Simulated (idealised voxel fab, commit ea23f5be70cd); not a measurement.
process module | voxel transistor to metal
cross-section cut | 205 nm wide | cells 5 nm
A cross-section is a grid of square cells, given in bands from the top down. A band is one or more rows of cells.
Each band's line starts with the height of the band's top and of its bottom, in nm. Then come its materials from left to right, each with its width in nm. One material with "throughout" fills the band from edge to edge. "air" is empty space.
Height 0 is the level under which the wafer as received is all one material. The lowest band goes on downwards, as in "0 down".
A width such as "30 to 40" changes by the same amount from each row of cells to the next, from the band's top row to its bottom row.
"no change" after a step means that no cell of the cross-section changed.
closed voids: empty space of 8 cells or more with no open way to the top, each as width x height at its distance from the left edge, in nm
after a step's settings: what the simulator itself notes on the step
overlay nm, on a step with a mask: how far to the right of its planned place the mask lay; to the left if negative
plan
1 op RECEIVE | material Si
2 op OXIDIZE | depth nm 5
3 op CONFORMAL_DEP | material SiN | thk nm 10
4 op DIRECTIONAL_DEP | material aC | thk nm 10
5 op PATTERN | tone cover | mask id ACTIVE | material resist | width nm 100 | thk nm 25 | overlay nm 0
6 op DIRECTIONAL_ETCH | etch materials aC | depth nm 10
7 op STRIP | etch materials resist
8 op DIRECTIONAL_ETCH | etch materials SiN | depth nm 10
9 op DIRECTIONAL_ETCH | etch materials SiO2 | depth nm 5
10 op DIRECTIONAL_ETCH | etch materials Si | depth nm 35
11 op STRIP | etch materials aC
12 op OXIDIZE | depth nm 5
13 op FILL_DEP | material SiO2 | thk nm 5
14 op CMP | height nm 10
15 op SELECTIVE_ETCH | etch materials SiO2 | depth nm 10
16 op STRIP | etch materials SiN
17 op SELECTIVE_ETCH | etch materials SiO2 | depth nm 5
18 op OXIDIZE | depth nm 5
19 op DIRECTIONAL_DEP | material polySi | thk nm 20
20 op DIRECTIONAL_DEP | material SiCN | thk nm 15
21 op PATTERN | tone cover | mask id GATE | material resist | width nm 30 | thk nm 15 | overlay nm 0
22 op DIRECTIONAL_ETCH | etch materials SiCN | depth nm 25
23 op DIRECTIONAL_ETCH | etch materials polySi | depth nm 30
24 op STRIP | etch materials resist
25 op CONFORMAL_DEP | material SiN | thk nm 10
26 op DIRECTIONAL_ETCH | etch materials SiN | depth nm 10
27 op DIRECTIONAL_ETCH | etch materials SiO2 | depth nm 5
28 op DIRECTIONAL_ETCH | etch materials Si | depth nm 10
29 op EPI | material nSi | thk nm 15
30 op FILL_DEP | material SiO2 | thk nm 5
31 op CMP | height nm 15
32 op STRIP | etch materials polySi
33 op SELECTIVE_ETCH | etch materials SiO2 | depth nm 5
34 op CONFORMAL_DEP | material HfO2 | thk nm 5
35 op CONFORMAL_DEP | material TiN | thk nm 5
36 op FILL_DEP | material W | thk nm 5
37 op CMP | height nm 10
38 op DIRECTIONAL_DEP | material SiO2 | thk nm 10
39 op PATTERN | tone open | mask id CONTACT | material resist | width nm 15 | pitch nm 75 | thk nm 20 | overlay nm 0
40 op DIRECTIONAL_ETCH | etch materials SiO2 | depth nm 25
41 op STRIP | etch materials resist
42 op CONFORMAL_DEP | material TiN | thk nm 5
43 op FILL_DEP | material Ru | thk nm 10
44 op CMP | height nm 20
45 op DIRECTIONAL_DEP | material TiN | thk nm 5
46 op DIRECTIONAL_DEP | material Ru | thk nm 20
47 op DIRECTIONAL_DEP | material aC | thk nm 10
48 op PATTERN | tone cover | mask id METAL_1 | material resist | width nm 15 | pitch nm 75 | thk nm 25 | overlay nm 0
49 op DIRECTIONAL_ETCH | etch materials aC | depth nm 10
50 op STRIP | etch materials resist
51 op DIRECTIONAL_ETCH | etch materials Ru | depth nm 20
52 op DIRECTIONAL_ETCH | etch materials TiN | depth nm 5
53 op STRIP | etch materials aC
54 op CONFORMAL_DEP | material SiN | thk nm 5
55 op FILL_DEP | material lowk | thk nm 10
56 op CMP | height nm 45
57 op CONFORMAL_DEP | material SiCN | thk nm 5
58 op DIRECTIONAL_DEP | material lowk | thk nm 30
59 op PATTERN | tone open | mask id METAL_2 | material resist | width nm 15 | pitch nm 75 | thk nm 20 | overlay nm 0
60 op DIRECTIONAL_ETCH | etch materials lowk | depth nm 15
61 op STRIP | etch materials resist
62 op PATTERN | tone open | mask id METAL_2_HOLES | material resist | width nm 15 | pitch nm 75 | thk nm 20 | overlay nm 0
63 op DIRECTIONAL_ETCH | etch materials lowk | depth nm 15
64 op DIRECTIONAL_ETCH | etch materials SiCN | depth nm 5
65 op STRIP | etch materials resist
66 op CONFORMAL_DEP | material TiN | thk nm 5
67 op FILL_DEP | material Ru | thk nm 5
68 op CMP | height nm 80
69 op CONFORMAL_DEP | material SiN | thk nm 5
as received, after step 1
  0 down: Si throughout
  closed voids: none
first wafer at the end, as planned
  85 to 80: SiN throughout
  80 to 50: lowk 55 | TiN 5 | Ru 5 | TiN 5 | lowk 60 | TiN 5 | Ru 5 | TiN 5 | lowk 60
  50 to 45: SiCN 55 | TiN 15 | SiCN 60 | TiN 15 | SiCN 60
  45 to 25: lowk 50 | SiN 5 | Ru 15 | SiN 5 | lowk 50 | SiN 5 | Ru 15 | SiN 5 | lowk 55
  25 to 20: SiN 55 | TiN 15 | SiN 60 | TiN 15 | SiN 60
  20 to 10: SiO2 55 | TiN 5 | Ru 5 | TiN 5 | SiO2 60 | TiN 5 | Ru 5 | TiN 5 | SiO2 60
  10 to 5: SiO2 55 | TiN 15 | SiO2 5 | SiN 10 | HfO2 5 | TiN 5 | W 10 | TiN 5 | HfO2 5 | SiN 10 | SiO2 5 | TiN 15 | SiO2 60
  5 to 0: SiO2 55 | TiN 5 | nSi 15 | SiN 10 | HfO2 5 | TiN 5 | W 10 | TiN 5 | HfO2 5 | SiN 10 | nSi 15 | TiN 5 | SiO2 60
  0 to -5: SiO2 55 | TiN 5 | nSi 15 | SiN 10 | HfO2 5 | TiN 20 | HfO2 5 | SiN 10 | nSi 15 | TiN 5 | SiO2 60
  -5 to -10: SiO2 50 | nSi 25 | SiO2 5 | HfO2 40 | SiO2 5 | nSi 25 | SiO2 55
  -10 to -20: SiO2 55 | nSi 20 | Si 50 | nSi 20 | SiO2 60
  -20 to -45: SiO2 55 | Si 90 | SiO2 60
  -45 down: Si throughout
  closed voids: none
second wafer at the end: like start, like plan, one mistake
  85 to 80: SiN throughout
  80 to 50: lowk 55 | TiN 5 | Ru 5 | TiN 5 | lowk 60 | TiN 5 | Ru 5 | TiN 5 | lowk 60
  50 to 45: SiCN 55 | TiN 15 | SiCN 60 | TiN 15 | SiCN 60
  45 to 25: lowk 50 | SiN 5 | Ru 15 | SiN 5 | lowk 50 | SiN 5 | Ru 15 | SiN 5 | lowk 55
  25 to 20: SiN 55 | TiN 15 | SiN 60 | TiN 15 | SiN 60
  20 to 10: SiO2 55 | TiN 5 | Ru 5 | TiN 5 | SiO2 60 | TiN 5 | Ru 5 | TiN 5 | SiO2 60
  10 to 0: SiO2 55 | TiN 5 | Ru 5 | TiN 5 | SiO2 5 | SiN 10 | HfO2 5 | TiN 5 | W 10 | TiN 5 | HfO2 5 | SiN 10 | SiO2 5 | TiN 5 | Ru 5 | TiN 5 | SiO2 60
  0 to -5: SiO2 55 | TiN 15 | SiO2 5 | SiN 10 | HfO2 5 | TiN 20 | HfO2 5 | SiN 10 | SiO2 5 | TiN 15 | SiO2 60
  -5 to -10: SiO2 40 | nSi 35 | SiO2 5 | HfO2 40 | SiO2 5 | nSi 35 | SiO2 45
  -10 to -45: SiO2 55 | Si 90 | SiO2 60
  -45 down: Si throughout
  closed voids: none
what went wrong: steps 28 and 29 were swapped
at the end the second wafer has, in cells: 4 more of Ru | 16 more of Si | 4 more of TiN | 24 fewer of nSi
